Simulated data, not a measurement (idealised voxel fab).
The following process module bears the name voxel capacitor over wiring.
Shown is cross-section cut, with a width of 280 nm and square cells of size 5 nm.
A cross-section is a grid of square cells, given in bands from the top down. A band is one or more rows of cells. Band: top and bottom heights (nm) first, top before bottom; then materials from left to right, widths in nm. "all across" marks a sole material filling the band edge to edge. "air" denotes empty space. Beneath 0, the wafer as received is one material, and that level is where height counting begins. The lowest band goes on downward without a bottom; it is written like "0 -> down". The two numbers in a width such as "30 to 40" mark its ends across the band: the first belongs to the top row of cells, the second to the bottom row, and from each row to the next the width moves by the same amount. No cell of the cross-section changed in a step that is given as "same as before". Heads up: "Unvented internal voids" only lists the empty pockets with no open path to the top that are 8 cells or more, and it writes them as width x height at distance, distance from the left edge, in nm. Step line, after settings: the simulator's comment on this step. You can add "overlay nm" to a step's line. For a step with a mask, it describes how far the mask lay to the right of its planned position, and a negative number describes a lay to the left.

**Here's what the planned process steps look like**
1: RECEIVE [material Si]
2: CONFORMAL_DEP [material SiO2] [thk nm 15]
3: CONFORMAL_DEP [material SiN] [thk nm 5]
4: DIRECTIONAL_DEP [material lowk] [thk nm 20]
5: PATTERN [tone open] [mask id METAL_1] [material resist] [width nm 30] [pitch nm 80] [thk nm 15] [overlay nm 0]
6: DIRECTIONAL_ETCH [etch materials lowk] [depth nm 20]
7: DIRECTIONAL_ETCH [etch materials SiN] [depth nm 5]
8: STRIP [etch materials resist]
9: CONFORMAL_DEP [material TiN] [thk nm 5]
10: FILL_DEP [material W] [thk nm 5]
11: CMP [height nm 40]
12: CONFORMAL_DEP [material SiCN] [thk nm 5]
13: DIRECTIONAL_DEP [material SiO2] [thk nm 10]
14: DIRECTIONAL_DEP [material aC] [thk nm 10]
15: PATTERN [tone open] [mask id PLUG_1] [material resist] [width nm 15] [thk nm 30] [overlay nm 0]
16: DIRECTIONAL_ETCH [etch materials aC] [depth nm 10]
17: STRIP [etch materials resist]
18: DIRECTIONAL_ETCH [etch materials SiO2] [depth nm 10]
19: DIRECTIONAL_ETCH [etch materials SiCN] [depth nm 5]
20: STRIP [etch materials aC]
21: CONFORMAL_DEP [material TiN] [thk nm 5]
22: FILL_DEP [material Ru] [thk nm 5]
23: CMP [height nm 55]
24: DIRECTIONAL_DEP [material TiN] [thk nm 10]
25: DIRECTIONAL_DEP [material Al2O3] [thk nm 5]
26: DIRECTIONAL_DEP [material TiN] [thk nm 5]
27: MASKED_ETCH [tone cover] [mask id UPPER_PLATE] [width nm 55] [etch materials TiN] [depth nm 5] [overlay nm 0]
28: MASKED_ETCH [tone cover] [mask id UPPER_PLATE] [width nm 55] [etch materials Al2O3] [depth nm 5] [overlay nm 0]
29: PATTERN [tone cover] [mask id LOWER_PLATE] [material resist] [width nm 65] [thk nm 15] [overlay nm 0]
30: DIRECTIONAL_ETCH [etch materials TiN] [depth nm 10]
31: STRIP [etch materials resist]
32: FILL_DEP [material SiO2] [thk nm 15]
33: CMP [height nm 85]
34: PATTERN [tone open] [mask id PLUG_2] [material resist] [width nm 15] [thk nm 15] [overlay nm 0]
35: DIRECTIONAL_ETCH [etch materials SiO2] [depth nm 10]
36: STRIP [etch materials resist]
37: CONFORMAL_DEP [material TiN] [thk nm 5]
38: FILL_DEP [material Cu] [thk nm 5]
39: CMP [height nm 85]
40: CONFORMAL_DEP [material SiCN] [thk nm 5]

**First of two wafers, with the run carried out as planned**

**Cross-section: wafer on arrival = after step 1**
0 -> down  Si all across
Unvented internal voids: none

**Sectional view: wafer, after step 2**
15 -> 0  SiO2 all across
Heights below 0 show no change.

**Sectional view: wafer, after step 3**
20 -> 15  SiN all across
Heights below 15 show no change.

**Sectional view: wafer, after step 4**
40 -> 20  lowk all across
Heights below 20 show no change.

**Sectional view: wafer, after step 5**
55 -> 40  resist (85)  air (30)  resist (50)  air (30)  resist (85)
Heights below 40 show no change.

**Sectional view: wafer, after step 6**
55 -> 40  resist (85)  air (30)  resist (50)  air (30)  resist (85)
40 -> 20  lowk (85)  air (30)  lowk (50)  air (30)  lowk (85)
Heights below 20 show no change.

**Sectional view: wafer, after step 7**
55 -> 40  resist (85)  air (30)  resist (50)  air (30)  resist (85)
40 -> 20  lowk (85)  air (30)  lowk (50)  air (30)  lowk (85)
20 -> 15  SiN (85)  air (30)  SiN (50)  air (30)  SiN (85)
Heights below 15 show no change.

**Sectional view: wafer, after step 8**
40 -> 20  lowk (85)  air (30)  lowk (50)  air (30)  lowk (85)
Heights below 20 show no change.

**Sectional view: wafer, after step 9**
45 -> 40  TiN (90)  air (20)  TiN (60)  air (20)  TiN (90)
40 -> 20  lowk (85)  TiN (5)  air (20)  TiN (5)  lowk (50)  TiN (5)  air (20)  TiN (5)  lowk (85)
20 -> 15  SiN (85)  TiN (30)  SiN (50)  TiN (30)  SiN (85)
Heights below 15 show no change.

**Sectional view: wafer, after step 10**
50 -> 45  W all across
45 -> 40  TiN (90)  W (20)  TiN (60)  W (20)  TiN (90)
40 -> 20  lowk (85)  TiN (5)  W (20)  TiN (5)  lowk (50)  TiN (5)  W (20)  TiN (5)  lowk (85)
Heights below 20 show no change.

**Sectional view: wafer, after step 11**
40 -> 20  lowk (85)  TiN (5)  W (20)  TiN (5)  lowk (50)  TiN (5)  W (20)  TiN (5)  lowk (85)
Heights below 20 show no change.

**Sectional view: wafer, after step 12**
45 -> 40  SiCN all across
Heights below 40 show no change.

**Sectional view: wafer, after step 13**
55 -> 45  SiO2 all across
Heights below 45 show no change.

**Sectional view: wafer, after step 14**
65 -> 55  aC all across
Heights below 55 show no change.

**Sectional view: wafer, after step 15**
95 -> 65  resist (100)  air (15)  resist (165)
Heights below 65 show no change.

**Sectional view: wafer, after step 16**
85 -> 65  resist (100)  air (15)  resist (165)
65 -> 55  aC (100)  air (15)  aC (165)
Heights below 55 show no change.

**Sectional view: wafer, after step 17**
65 -> 55  aC (100)  air (15)  aC (165)
Heights below 55 show no change.

**Sectional view: wafer, after step 18**
65 -> 55  aC (100)  air (15)  aC (165)
55 -> 45  SiO2 (100)  air (15)  SiO2 (165)
Heights below 45 show no change.

**Sectional view: wafer, after step 19**
65 -> 55  aC (100)  air (15)  aC (165)
55 -> 45  SiO2 (100)  air (15)  SiO2 (165)
45 -> 40  SiCN (100)  air (15)  SiCN (165)
Heights below 40 show no change.

**Sectional view: wafer, after step 20**
55 -> 45  SiO2 (100)  air (15)  SiO2 (165)
Heights below 45 show no change.

**Sectional view: wafer, after step 21**
60 -> 55  TiN (105)  air (5)  TiN (170)
55 -> 45  SiO2 (100)  TiN (5)  air (5)  TiN (5)  SiO2 (165)
45 -> 40  SiCN (100)  TiN (15)  SiCN (165)
Heights below 40 show no change.

**Sectional view: wafer, after step 22**
65 -> 60  Ru all across
60 -> 55  TiN (105)  Ru (5)  TiN (170)
55 -> 45  SiO2 (100)  TiN (5)  Ru (5)  TiN (5)  SiO2 (165)
Heights below 45 show no change.

**Sectional view: wafer, after step 23**
55 -> 45  SiO2 (100)  TiN (5)  Ru (5)  TiN (5)  SiO2 (165)
Heights below 45 show no change.

**Sectional view: wafer, after step 24**
65 -> 55  TiN all across
Heights below 55 show no change.

**Sectional view: wafer, after step 25**
70 -> 65  Al2O3 all across
Heights below 65 show no change.

**Sectional view: wafer, after step 26**
75 -> 70  TiN all across
Heights below 70 show no change.

**Sectional view: wafer, after step 27**
75 -> 70  air (100)  TiN (55)  air (125)
Heights below 70 show no change.

**Sectional view: wafer, after step 28**
75 -> 70  air (100)  TiN (55)  air (125)
70 -> 65  air (100)  Al2O3 (55)  air (125)
Heights below 65 show no change.

**Sectional view: wafer, after step 29**
90 -> 75  air (95)  resist (65)  air (120)
75 -> 70  air (95)  resist (5)  TiN (55)  resist (5)  air (120)
70 -> 65  air (95)  resist (5)  Al2O3 (55)  resist (5)  air (120)
Heights below 65 show no change.

**Sectional view: wafer, after step 30**
90 -> 75  air (95)  resist (65)  air (120)
75 -> 70  air (95)  resist (5)  TiN (55)  resist (5)  air (120)
70 -> 65  air (95)  resist (5)  Al2O3 (55)  resist (5)  air (120)
65 -> 55  air (95)  TiN (65)  air (120)
Heights below 55 show no change.

**Sectional view: wafer, after step 31**
75 -> 70  air (100)  TiN (55)  air (125)
70 -> 65  air (100)  Al2O3 (55)  air (125)
Heights below 65 show no change.

**Sectional view: wafer, after step 32**
90 -> 75  SiO2 all across
75 -> 70  SiO2 (100)  TiN (55)  SiO2 (125)
70 -> 65  SiO2 (100)  Al2O3 (55)  SiO2 (125)
65 -> 55  SiO2 (95)  TiN (65)  SiO2 (120)
Heights below 55 show no change.

**Sectional view: wafer, after step 33**
85 -> 75  SiO2 all across
Heights below 75 show no change.

**Sectional view: wafer, after step 34**
100 -> 85  resist (110)  air (15)  resist (155)
Heights below 85 show no change.

**Sectional view: wafer, after step 35**
100 -> 85  resist (110)  air (15)  resist (155)
85 -> 75  SiO2 (110)  air (15)  SiO2 (155)
Heights below 75 show no change.

**Sectional view: wafer, after step 36**
85 -> 75  SiO2 (110)  air (15)  SiO2 (155)
Heights below 75 show no change.

**Sectional view: wafer, after step 37**
90 -> 85  TiN (115)  air (5)  TiN (160)
85 -> 80  SiO2 (110)  TiN (5)  air (5)  TiN (5)  SiO2 (155)
80 -> 70  SiO2 (110 to 100)  TiN (15 to 55)  SiO2 (155 to 125)
Heights below 70 show no change.

**Sectional view: wafer, after step 38**
95 -> 90  Cu all across
90 -> 85  TiN (115)  Cu (5)  TiN (160)
85 -> 80  SiO2 (110)  TiN (5)  Cu (5)  TiN (5)  SiO2 (155)
Heights below 80 show no change.

**Sectional view: wafer, after step 39**
85 -> 80  SiO2 (110)  TiN (5)  Cu (5)  TiN (5)  SiO2 (155)
Heights below 80 show no change.

**Sectional view: wafer, after step 40**
90 -> 85  SiCN all across
Heights below 85 show no change.

**Wafer two. Same start, same plan, one slip in execution. Same as wafer one through step 9, inclusive**

**Cross-sectional representation of the second wafer at the time designated in the plan for the completion of step 10**
50 -> 45  Ru all across
45 -> 40  TiN (90)  Ru (20)  TiN (60)  Ru (20)  TiN (90)
40 -> 20  lowk (85)  TiN (5)  Ru (20)  TiN (5)  lowk (50)  TiN (5)  Ru (20)  TiN (5)  lowk (85)
Heights below 20 show no change.

**Cross-sectional representation of the second wafer at the time designated in the plan for the completion of step 11**
40 -> 20  lowk (85)  TiN (5)  Ru (20)  TiN (5)  lowk (50)  TiN (5)  Ru (20)  TiN (5)  lowk (85)
Heights below 20 show no change.

**Cross-sectional representation of the second wafer at the time designated in the plan for the completion of step 12**
45 -> 40  SiCN all across
Heights below 40 show no change.

**Cross-sectional representation of the second wafer at the time designated in the plan for the completion of step 13**
55 -> 45  SiO2 all across
Heights below 45 show no change.

**Cross-sectional representation of the second wafer at the time designated in the plan for the completion of step 14**
65 -> 55  aC all across
Heights below 55 show no change.

**Cross-sectional representation of the second wafer at the time designated in the plan for the completion of step 15**
95 -> 65  resist (100)  air (15)  resist (165)
Heights below 65 show no change.

**Cross-sectional representation of the second wafer at the time designated in the plan for the completion of step 16**
85 -> 65  resist (100)  air (15)  resist (165)
65 -> 55  aC (100)  air (15)  aC (165)
Heights below 55 show no change.

**Cross-sectional representation of the second wafer at the time designated in the plan for the completion of step 17**
65 -> 55  aC (100)  air (15)  aC (165)
Heights below 55 show no change.

**Cross-sectional representation of the second wafer at the time designated in the plan for the completion of step 18**
65 -> 55  aC (100)  air (15)  aC (165)
55 -> 45  SiO2 (100)  air (15)  SiO2 (165)
Heights below 45 show no change.

**Cross-sectional representation of the second wafer at the time designated in the plan for the completion of step 19**
65 -> 55  aC (100)  air (15)  aC (165)
55 -> 45  SiO2 (100)  air (15)  SiO2 (165)
45 -> 40  SiCN (100)  air (15)  SiCN (165)
Heights below 40 show no change.

**Cross-sectional representation of the second wafer at the time designated in the plan for the completion of step 20**
55 -> 45  SiO2 (100)  air (15)  SiO2 (165)
Heights below 45 show no change.

**Cross-sectional representation of the second wafer at the time designated in the plan for the completion of step 21**
60 -> 55  TiN (105)  air (5)  TiN (170)
55 -> 45  SiO2 (100)  TiN (5)  air (5)  TiN (5)  SiO2 (165)
45 -> 40  SiCN (100)  TiN (15)  SiCN (165)
Heights below 40 show no change.

**Cross-sectional representation of the second wafer at the time designated in the plan for the completion of step 22**
65 -> 60  Ru all across
60 -> 55  TiN (105)  Ru (5)  TiN (170)
55 -> 45  SiO2 (100)  TiN (5)  Ru (5)  TiN (5)  SiO2 (165)
Heights below 45 show no change.

**Cross-sectional representation of the second wafer at the time designated in the plan for the completion of step 23**
55 -> 45  SiO2 (100)  TiN (5)  Ru (5)  TiN (5)  SiO2 (165)
Heights below 45 show no change.

**Cross-sectional representation of the second wafer at the time designated in the plan for the completion of step 24**
65 -> 55  TiN all across
Heights below 55 show no change.

**Cross-sectional representation of the second wafer at the time designated in the plan for the completion of step 25**
70 -> 65  Al2O3 all across
Heights below 65 show no change.

**Cross-sectional representation of the second wafer at the time designated in the plan for the completion of step 26**
75 -> 70  TiN all across
Heights below 70 show no change.

**Cross-sectional representation of the second wafer at the time designated in the plan for the completion of step 27**
75 -> 70  air (100)  TiN (55)  air (125)
Heights below 70 show no change.

**Cross-sectional representation of the second wafer at the time designated in the plan for the completion of step 28**
75 -> 70  air (100)  TiN (55)  air (125)
70 -> 65  air (100)  Al2O3 (55)  air (125)
Heights below 65 show no change.

**Cross-sectional representation of the second wafer at the time designated in the plan for the completion of step 29**
90 -> 75  air (95)  resist (65)  air (120)
75 -> 70  air (95)  resist (5)  TiN (55)  resist (5)  air (120)
70 -> 65  air (95)  resist (5)  Al2O3 (55)  resist (5)  air (120)
Heights below 65 show no change.

**Cross-sectional representation of the second wafer at the time designated in the plan for the completion of step 30**
90 -> 75  air (95)  resist (65)  air (120)
75 -> 70  air (95)  resist (5)  TiN (55)  resist (5)  air (120)
70 -> 65  air (95)  resist (5)  Al2O3 (55)  resist (5)  air (120)
65 -> 55  air (95)  TiN (65)  air (120)
Heights below 55 show no change.

**Cross-sectional representation of the second wafer at the time designated in the plan for the completion of step 31**
75 -> 70  air (100)  TiN (55)  air (125)
70 -> 65  air (100)  Al2O3 (55)  air (125)
Heights below 65 show no change.

**Cross-sectional representation of the second wafer at the time designated in the plan for the completion of step 32**
90 -> 75  SiO2 all across
75 -> 70  SiO2 (100)  TiN (55)  SiO2 (125)
70 -> 65  SiO2 (100)  Al2O3 (55)  SiO2 (125)
65 -> 55  SiO2 (95)  TiN (65)  SiO2 (120)
Heights below 55 show no change.

**Cross-sectional representation of the second wafer at the time designated in the plan for the completion of step 33**
85 -> 75  SiO2 all across
Heights below 75 show no change.

**Cross-sectional representation of the second wafer at the time designated in the plan for the completion of step 34**
100 -> 85  resist (110)  air (15)  resist (155)
Heights below 85 show no change.

**Cross-sectional representation of the second wafer at the time designated in the plan for the completion of step 35**
100 -> 85  resist (110)  air (15)  resist (155)
85 -> 75  SiO2 (110)  air (15)  SiO2 (155)
Heights below 75 show no change.

**Cross-sectional representation of the second wafer at the time designated in the plan for the completion of step 36**
85 -> 75  SiO2 (110)  air (15)  SiO2 (155)
Heights below 75 show no change.

**Cross-sectional representation of the second wafer at the time designated in the plan for the completion of step 37**
90 -> 85  TiN (115)  air (5)  TiN (160)
85 -> 80  SiO2 (110)  TiN (5)  air (5)  TiN (5)  SiO2 (155)
80 -> 70  SiO2 (110 to 100)  TiN (15 to 55)  SiO2 (155 to 125)
Heights below 70 show no change.

**Cross-sectional representation of the second wafer at the time designated in the plan for the completion of step 38**
95 -> 90  Cu all across
90 -> 85  TiN (115)  Cu (5)  TiN (160)
85 -> 80  SiO2 (110)  TiN (5)  Cu (5)  TiN (5)  SiO2 (155)
Heights below 80 show no change.

**Cross-sectional representation of the second wafer at the time designated in the plan for the completion of step 39**
85 -> 80  SiO2 (110)  TiN (5)  Cu (5)  TiN (5)  SiO2 (155)
Heights below 80 show no change.

**Cross-sectional representation of the second wafer at the time designated in the plan for the completion of step 40**
90 -> 85  SiCN all across
Heights below 85 show no change.
Against the plan, the run slipped here: step 10 deviated from plan and actually ran as FILL_DEP [material Ru] [thk nm 5]
The closing comparison, in cells, has the second wafer with more or fewer of some materials than the first: 32 more of Ru | 32 fewer of W
